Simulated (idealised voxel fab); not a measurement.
process module | voxel transistor to metal
cross-section cut | 280 nm wide | cells 5 nm
A cross-section is a grid of square cells, given in bands from the top down. A band is one or more rows of cells.
Each band's line starts with the height of the band's top and of its bottom, in nm. Then come its materials from left to right, each with its width in nm. One material with "throughout" fills the band from edge to edge. "air" is empty space.
Height 0 is the level under which the wafer as received is all one material. The lowest band goes on downwards, as in "0 down".
A width such as "30 to 40" changes by the same amount from each row of cells to the next, from the band's top row to its bottom row.
"no change" after a step means that no cell of the cross-section changed.
closed voids: empty space of 8 cells or more with no open way to the top, each as width x height at its distance from the left edge, in nm
after a step's settings: what the simulator itself notes on the step
overlay nm, on a step with a mask: how far to the right of its planned place the mask lay; to the left if negative
plan
1 op RECEIVE | material Si
2 op OXIDIZE | depth nm 5
3 op CONFORMAL_DEP | material SiN | thk nm 10
4 op PATTERN | tone cover | mask id ACTIVE | material resist | width nm 110 | pitch nm 130 | thk nm 15 | overlay nm 0
5 op DIRECTIONAL_ETCH | etch materials SiN | depth nm 10
6 op DIRECTIONAL_ETCH | etch materials SiO2 | depth nm 5
7 op DIRECTIONAL_ETCH | etch materials Si | depth nm 35
8 op STRIP | etch materials resist
9 op FILL_DEP | material SiO2 | thk nm 10
10 op CMP | height nm 10
11 op SELECTIVE_ETCH | etch materials SiO2 | depth nm 10
12 op STRIP | etch materials SiN
13 op SELECTIVE_ETCH | etch materials SiO2 | depth nm 5
14 op OXIDIZE | depth nm 5
15 op DIRECTIONAL_DEP | material polySi | thk nm 25
16 op DIRECTIONAL_DEP | material SiCN | thk nm 15
17 op MASKED_ETCH | tone cover | mask id GATE | width nm 30 | pitch nm 130 | etch materials SiCN | depth nm 25 | overlay nm 0
18 op MASKED_ETCH | tone cover | mask id GATE | width nm 30 | pitch nm 130 | etch materials polySi | depth nm 35 | overlay nm 0
19 op CONFORMAL_DEP | material SiN | thk nm 10
20 op DIRECTIONAL_ETCH | etch materials SiN | depth nm 10
21 op DIRECTIONAL_ETCH | etch materials SiO2 | depth nm 5
22 op DIRECTIONAL_ETCH | etch materials Si | depth nm 5
23 op EPI | material nSi | thk nm 5
24 op FILL_DEP | material SiO2 | thk nm 5
25 op CMP | height nm 20
26 op STRIP | etch materials polySi
27 op SELECTIVE_ETCH | etch materials SiO2 | depth nm 5
28 op CONFORMAL_DEP | material HfO2 | thk nm 5
29 op CONFORMAL_DEP | material TiN | thk nm 5
30 op FILL_DEP | material W | thk nm 5
31 op CMP | height nm 15
32 op DIRECTIONAL_DEP | material SiO2 | thk nm 10
33 op PATTERN | tone open | mask id CONTACT | material resist | width nm 15 | thk nm 15 | overlay nm 0
34 op DIRECTIONAL_ETCH | etch materials SiO2 | depth nm 35
35 op STRIP | etch materials resist
36 op CONFORMAL_DEP | material TiN | thk nm 5
37 op FILL_DEP | material W | thk nm 10
38 op CMP | height nm 25
39 op CONFORMAL_DEP | material SiCN | thk nm 5
40 op DIRECTIONAL_DEP | material lowk | thk nm 25
41 op PATTERN | tone open | mask id METAL_1 | material resist | width nm 15 | thk nm 15 | overlay nm 0
42 op DIRECTIONAL_ETCH | etch materials lowk | depth nm 25
43 op DIRECTIONAL_ETCH | etch materials SiCN | depth nm 5
44 op STRIP | etch materials resist
45 op CONFORMAL_DEP | material TiN | thk nm 5
46 op FILL_DEP | material Ru | thk nm 5
47 op CMP | height nm 55
48 op CONFORMAL_DEP | material SiCN | thk nm 5
as received, after step 1
  0 down: Si throughout
  closed voids: none
first wafer at the end, as planned
  60 to 55: SiCN throughout
  55 to 30: lowk 30 | TiN 5 | Ru 5 | TiN 5 | lowk 60 | TiN 5 | Ru 5 | TiN 5 | lowk 40 | TiN 5 | Ru 5 | TiN 5 | lowk 60 | TiN 5 | Ru 5 | TiN 5 | lowk 30
  30 to 25: SiCN 30 | TiN 15 | SiCN 60 | TiN 15 | SiCN 40 | TiN 15 | SiCN 60 | TiN 15 | SiCN 30
  25 to 15: SiO2 30 | TiN 5 | W 5 | TiN 5 | SiO2 60 | TiN 5 | W 5 | TiN 5 | SiO2 40 | TiN 5 | W 5 | TiN 5 | SiO2 60 | TiN 5 | W 5 | TiN 5 | SiO2 30
  15 to 0: SiO2 30 | TiN 5 | W 5 | TiN 5 | SiO2 5 | SiN 10 | HfO2 5 | TiN 5 | W 10 | TiN 5 | HfO2 5 | SiN 10 | SiO2 5 | TiN 5 | W 5 | TiN 5 | SiO2 40 | TiN 5 | W 5 | TiN 5 | SiO2 5 | SiN 10 | HfO2 5 | TiN 5 | W 10 | TiN 5 | HfO2 5 | SiN 10 | SiO2 5 | TiN 5 | W 5 | TiN 5 | SiO2 30
  0 to -5: SiO2 30 | TiN 5 | W 5 | TiN 5 | SiO2 5 | SiN 10 | HfO2 5 | TiN 20 | HfO2 5 | SiN 10 | SiO2 5 | TiN 5 | W 5 | TiN 5 | SiO2 40 | TiN 5 | W 5 | TiN 5 | SiO2 5 | SiN 10 | HfO2 5 | TiN 20 | HfO2 5 | SiN 10 | SiO2 5 | TiN 5 | W 5 | TiN 5 | SiO2 30
  -5 to -10: SiO2 30 | TiN 15 | nSi 5 | SiO2 5 | HfO2 40 | SiO2 5 | nSi 5 | TiN 15 | SiO2 40 | TiN 15 | nSi 5 | SiO2 5 | HfO2 40 | SiO2 5 | nSi 5 | TiN 15 | SiO2 30
  -10 to -15: SiO2 20 | nSi 30 | Si 50 | nSi 30 | SiO2 20 | nSi 30 | Si 50 | nSi 30 | SiO2 20
  -15 to -40: SiO2 20 | Si 110 | SiO2 20 | Si 110 | SiO2 20
  -40 down: Si throughout
  closed voids: none
second wafer at the end: like start, like plan, one mistake
  60 to 55: SiCN throughout
  55 to 30: lowk 30 | TiN 5 | Ru 5 | TiN 5 | lowk 60 | TiN 5 | Ru 5 | TiN 5 | lowk 40 | TiN 5 | Ru 5 | TiN 5 | lowk 60 | TiN 5 | Ru 5 | TiN 5 | lowk 30
  30 to 25: SiCN 30 | TiN 15 | SiCN 60 | TiN 15 | SiCN 40 | TiN 15 | SiCN 60 | TiN 15 | SiCN 30
  25 to 20: SiO2 30 | TiN 5 | W 5 | TiN 5 | SiO2 60 | TiN 5 | W 5 | TiN 5 | SiO2 40 | TiN 5 | W 5 | TiN 5 | SiO2 60 | TiN 5 | W 5 | TiN 5 | SiO2 30
  20 to 15: SiO2 30 | TiN 15 | SiO2 60 | TiN 15 | SiO2 40 | TiN 15 | SiO2 60 | TiN 15 | SiO2 30
  15 to 0: HfO2 50 | SiN 10 | HfO2 5 | TiN 5 | W 10 | TiN 5 | HfO2 5 | SiN 10 | HfO2 80 | SiN 10 | HfO2 5 | TiN 5 | W 10 | TiN 5 | HfO2 5 | SiN 10 | HfO2 50
  0 to -5: HfO2 50 | SiN 10 | HfO2 5 | TiN 20 | HfO2 5 | SiN 10 | HfO2 80 | SiN 10 | HfO2 5 | TiN 20 | HfO2 5 | SiN 10 | HfO2 50
  -5 to -10: HfO2 45 | nSi 5 | SiO2 5 | HfO2 40 | SiO2 5 | nSi 5 | HfO2 70 | nSi 5 | SiO2 5 | HfO2 40 | SiO2 5 | nSi 5 | HfO2 45
  -10 to -15: SiO2 20 | nSi 30 | Si 50 | nSi 30 | SiO2 20 | nSi 30 | Si 50 | nSi 30 | SiO2 20
  -15 to -40: SiO2 20 | Si 110 | SiO2 20 | Si 110 | SiO2 20
  -40 down: Si throughout
  closed voids: none
what went wrong: step 24 ran as: op FILL_DEP | material HfO2 | thk nm 5
at the end the second wafer has, in cells: 176 more of HfO2 | 116 fewer of SiO2 | 40 fewer of TiN | 20 fewer of W
